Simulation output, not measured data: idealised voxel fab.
process module | voxel self aligned vias
cross-section cut | 150 nm wide | cells 5 nm
A cross-section is a grid of square cells, given in bands from the top down. A band is one or more rows of cells.
Each band's line starts with the height of the band's top and of its bottom, in nm. Then come its materials from left to right, each with its width in nm. One material with "throughout" fills the band from edge to edge. "air" is empty space.
Height 0 is the level under which the wafer as received is all one material. The lowest band goes on downwards, as in "0 down".
A width such as "30 to 40" changes by the same amount from each row of cells to the next, from the band's top row to its bottom row.
"no change" after a step means that no cell of the cross-section changed.
closed voids: empty space of 8 cells or more with no open way to the top, each as width x height at its distance from the left edge, in nm
after a step's settings: what the simulator itself notes on the step
overlay nm, on a step with a mask: how far to the right of its planned place the mask lay; to the left if negative
plan
1 op RECEIVE | material Si
2 op CONFORMAL_DEP | material SiO2 | thk nm 15
3 op CONFORMAL_DEP | material SiCN | thk nm 5
4 op DIRECTIONAL_DEP | material SiO2 | thk nm 30
5 op PATTERN | tone open | mask id LINES | material resist | width nm 25 | pitch nm 65 | thk nm 15 | overlay nm 0
6 op DIRECTIONAL_ETCH | etch materials SiO2 | depth nm 30
7 op STRIP | etch materials resist
8 op CONFORMAL_DEP | material TiN | thk nm 5
9 op FILL_DEP | material W | thk nm 5
10 op CMP | height nm 50
11 op SELECTIVE_ETCH | etch materials W Ru TiN | depth nm 5
12 op FILL_DEP | material SiN | thk nm 10
13 op CMP | height nm 50
14 op DIRECTIONAL_DEP | material SiO2 | thk nm 15
15 op DIRECTIONAL_DEP | material aC | thk nm 10
16 op PATTERN | tone open | mask id VIAS | material resist | width nm 45 | thk nm 30 | overlay nm 0
17 op DIRECTIONAL_ETCH | etch materials aC | depth nm 10
18 op STRIP | etch materials resist
19 op DIRECTIONAL_ETCH | etch materials SiO2 | depth nm 15
20 op DIRECTIONAL_ETCH | etch materials SiN | depth nm 5
21 op STRIP | etch materials aC
22 op CONFORMAL_DEP | material TiN | thk nm 5
23 op FILL_DEP | material Cu | thk nm 5
24 op CMP | height nm 65
25 op CONFORMAL_DEP | material SiN | thk nm 5
as received, after step 1
  0 down: Si throughout
  closed voids: none
first wafer at the end, as planned
  70 to 65: SiN throughout
  65 to 55: SiO2 20 | TiN 5 | Cu 35 | TiN 5 | SiO2 85
  55 to 50: SiO2 20 | TiN 15 | Cu 15 | TiN 15 | SiO2 85
  50 to 45: SiO2 30 | TiN 25 | SiO2 40 | SiN 25 | SiO2 30
  45 to 25: SiO2 30 | TiN 5 | W 15 | TiN 5 | SiO2 40 | TiN 5 | W 15 | TiN 5 | SiO2 30
  25 to 20: SiO2 30 | TiN 25 | SiO2 40 | TiN 25 | SiO2 30
  20 to 15: SiCN throughout
  15 to 0: SiO2 throughout
  0 down: Si throughout
  closed voids: none
second wafer at the end: like start, like plan, one mistake
  70 to 65: SiN throughout
  65 to 55: SiO2 20 | TiN 5 | Cu 35 | TiN 5 | SiO2 85
  55 to 50: SiO2 20 | TiN 45 | SiO2 85
  50 to 45: SiN 20 | TiN 10 | SiO2 25 | TiN 10 | SiN 30 | SiO2 25 | SiN 30
  45 to 25: W 25 | TiN 5 | SiO2 25 | TiN 5 | W 30 | TiN 5 | SiO2 25 | TiN 5 | W 25
  25 to 20: TiN 30 | SiO2 25 | TiN 40 | SiO2 25 | TiN 30
  20 to 15: SiCN throughout
  15 to 0: SiO2 throughout
  0 down: Si throughout
  closed voids: none
what went wrong: step 5 ran as: op PATTERN | tone cover | mask id LINES | material resist | width nm 25 | pitch nm 65 | thk nm 15 | overlay nm 0
at the end the second wafer has, in cells: 3 fewer of Cu | 11 more of SiN | 60 fewer of SiO2 | 12 more of TiN | 40 more of W
